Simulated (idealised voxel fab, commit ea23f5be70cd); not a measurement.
The following process module bears the name voxel transistor to metal.
Square cell edge 5 nm, section width 160 nm, ID cut.
Cross-section layout: square cells on a grid; listed as bands, top to bottom; a band spans one or more cell rows. Band entry format. Leading values: height of top, height of bottom, nm. Remainder: materials in left-to-right order, each with its width in nm. Special words: "everywhere" on a single material, which then fills the band edge to edge; "air", empty space. Heights are expressed relative to 0, this being the level below which the as-received wafer comprises one material exclusively. The lowest band is unbounded in the downward direction and is denoted as in "top 0, no bottom". A two-number width, for instance "30..40", indicates that the width is equal to the first number in the top row of the band and to the second number in the bottom row, and that it changes by a constant amount per row of cells. "remains unaltered" -> step changed no cross-section cell. Listed in "Sealed void list": every empty space of 8 or more cells without an open way to the top. Form: width x height at distance, the distance being from the left edge, all in nm. That trailing text on a step's line, after the settings, is the simulator's own remark on the step. For masked steps, "overlay nm" on the step line gives how far right of plan the mask actually lay; a minus sign means it lay to the left.

Steps in the process plan
step 1: RECEIVE: material Si
step 2: OXIDIZE: depth nm 5
step 3: CONFORMAL_DEP: material SiN, thk nm 10
step 4: MASKED_ETCH: tone cover, mask id ACTIVE, width nm 100, etch materials SiN, depth nm 10, overlay nm 0
step 5: MASKED_ETCH: tone cover, mask id ACTIVE, width nm 100, etch materials SiO2, depth nm 5, overlay nm 0
step 6: MASKED_ETCH: tone cover, mask id ACTIVE, width nm 100, etch materials Si, depth nm 30, overlay nm 0
step 7: FILL_DEP: material SiO2, thk nm 5
step 8: CMP: height nm 10
step 9: SELECTIVE_ETCH: etch materials SiO2, depth nm 5
step 10: STRIP: etch materials SiN
step 11: SELECTIVE_ETCH: etch materials SiO2, depth nm 5
step 12: OXIDIZE: depth nm 5
step 13: DIRECTIONAL_DEP: material polySi, thk nm 30
step 14: DIRECTIONAL_DEP: material SiCN, thk nm 15
step 15: DIRECTIONAL_DEP: material aC, thk nm 10
step 16: PATTERN: tone cover, mask id GATE, material resist, width nm 20, thk nm 30, overlay nm 0
step 17: DIRECTIONAL_ETCH: etch materials aC, depth nm 10
step 18: STRIP: etch materials resist
step 19: DIRECTIONAL_ETCH: etch materials SiCN, depth nm 25
step 20: DIRECTIONAL_ETCH: etch materials polySi, depth nm 40
step 21: STRIP: etch materials aC
step 22: CONFORMAL_DEP: material SiO2, thk nm 5
step 23: DIRECTIONAL_ETCH: etch materials SiO2, depth nm 5
step 24: CONFORMAL_DEP: material SiN, thk nm 10
step 25: DIRECTIONAL_ETCH: etch materials SiN, depth nm 10
step 26: DIRECTIONAL_ETCH: etch materials SiO2, depth nm 5
step 27: DIRECTIONAL_ETCH: etch materials Si, depth nm 15
step 28: EPI: material SiGe, thk nm 15
step 29: FILL_DEP: material SiO2, thk nm 5
step 30: CMP: height nm 40
step 31: DIRECTIONAL_DEP: material SiO2, thk nm 15
step 32: DIRECTIONAL_DEP: material aC, thk nm 10
step 33: PATTERN: tone open, mask id CONTACT, material resist, width nm 25, pitch nm 55, thk nm 30, overlay nm 0
step 34: DIRECTIONAL_ETCH: etch materials aC, depth nm 10
step 35: STRIP: etch materials resist
step 36: DIRECTIONAL_ETCH: etch materials SiO2, depth nm 50
step 37: STRIP: etch materials aC
step 38: CONFORMAL_DEP: material TiN, thk nm 5
step 39: FILL_DEP: material Ru, thk nm 5
step 40: CMP: height nm 55
step 41: DIRECTIONAL_DEP: material TiN, thk nm 5
step 42: DIRECTIONAL_DEP: material W, thk nm 25
step 43: PATTERN: tone cover, mask id METAL_1, material resist, width nm 15, pitch nm 65, thk nm 15, overlay nm 0
step 44: DIRECTIONAL_ETCH: etch materials W, depth nm 25
step 45: DIRECTIONAL_ETCH: etch materials TiN, depth nm 5
step 46: STRIP: etch materials resist
step 47: FILL_DEP: material lowk, thk nm 5
step 48: CMP: height nm 85
step 49: CONFORMAL_DEP: material SiCN, thk nm 5

Wafer as received: cross-section following step 1
    top 0, no bottom | Si everywhere
    Sealed void list: none

End-of-module XS, first of two wafers, run as planned
    top 90, bottom 85 | SiCN everywhere
    top 85, bottom 60 | 40 lowk, then 15 W, then 50 lowk, then 15 W, then 40 lowk
    top 60, bottom 55 | 40 lowk, then 15 TiN, then 50 lowk, then 15 TiN, then 40 lowk
    top 55, bottom 45 | 40 SiO2, then 5 TiN, then 15 Ru, then 5 TiN, then 30 SiO2, then 5 TiN, then 15 Ru, then 5 TiN, then 40 SiO2
    top 45, bottom 40 | 40 SiO2, then 5 TiN, then 5 Ru, then 15 TiN, then 30 SiO2, then 15 TiN, then 5 Ru, then 5 TiN, then 40 SiO2
    top 40, bottom 25 | 40 SiO2, then 5 TiN, then 5 Ru, then 5 TiN, then 10 SiN, then 5 SiO2, then 20 SiCN, then 5 SiO2, then 10 SiN, then 5 TiN, then 5 Ru, then 5 TiN, then 40 SiO2
    top 25, bottom 10 | 40 SiO2, then 5 TiN, then 5 Ru, then 5 TiN, then 10 SiN, then 5 SiO2, then 20 polySi, then 5 SiO2, then 10 SiN, then 5 TiN, then 5 Ru, then 5 TiN, then 40 SiO2
    top 10, bottom 5 | 40 SiO2, then 15 TiN, then 10 SiN, then 5 SiO2, then 20 polySi, then 5 SiO2, then 10 SiN, then 15 TiN, then 40 SiO2
    top 5, bottom 0 | 35 SiO2, then 20 SiGe, then 10 SiN, then 5 SiO2, then 20 polySi, then 5 SiO2, then 10 SiN, then 20 SiGe, then 35 SiO2
    top 0, bottom -5 | 30 SiO2, then 10 SiN, then 15 SiGe, then 10 SiN, then 5 SiO2, then 20 polySi, then 5 SiO2, then 10 SiN, then 15 SiGe, then 10 SiN, then 30 SiO2
    top -5, bottom -10 | 40 SiO2, then 15 SiGe, then 50 SiO2, then 15 SiGe, then 40 SiO2
    top -10, bottom -25 | 30 SiO2, then 10 Si, then 15 SiGe, then 50 Si, then 15 SiGe, then 10 Si, then 30 SiO2
    top -25, bottom -35 | 30 SiO2, then 100 Si, then 30 SiO2
    top -35, no bottom | Si everywhere
    Sealed void list: none

So this is wafer number two of the two, cut at the end of the module - it started where the first did and had the same plan, we just got one thing wrong running it
    top 90, bottom 85 | SiCN everywhere
    top 85, bottom 60 | 40 lowk, then 15 W, then 50 lowk, then 15 W, then 40 lowk
    top 60, bottom 55 | 40 lowk, then 15 TiN, then 50 lowk, then 15 TiN, then 40 lowk
    top 55, bottom 45 | 40 SiO2, then 5 TiN, then 15 Ru, then 5 TiN, then 30 SiO2, then 5 TiN, then 15 Ru, then 5 TiN, then 40 SiO2
    top 45, bottom 40 | 40 SiO2, then 25 TiN, then 30 SiO2, then 25 TiN, then 40 SiO2
    top 40, bottom 30 | 70 SiCN, then 5 SiO2, then 10 SiN, then 5 SiO2, then 70 SiCN
    top 30, bottom 25 | 25 polySi, then 45 SiCN, then 5 SiO2, then 10 SiN, then 5 SiO2, then 45 SiCN, then 25 polySi
    top 25, bottom 0 | 70 polySi, then 5 SiO2, then 10 SiN, then 5 SiO2, then 70 polySi
    top 0, bottom -5 | 25 SiO2, then 45 polySi, then 5 SiO2, then 10 SiN, then 5 SiO2, then 45 polySi, then 25 SiO2
    top -5, bottom -10 | SiO2 everywhere
    top -10, bottom -35 | 30 SiO2, then 100 Si, then 30 SiO2
    top -35, no bottom | Si everywhere
    Sealed void list: none
Diagnosis: step 16 ran as: PATTERN: tone open, mask id GATE, material resist, width nm 20, thk nm 30, overlay nm 0
Wafer comparison, final, in cells, second relative to first, materials more or fewer: -14 Ru, +18 Si, +62 SiCN, -38 SiGe, -22 SiN, -122 SiO2, -28 TiN, +144 polySi
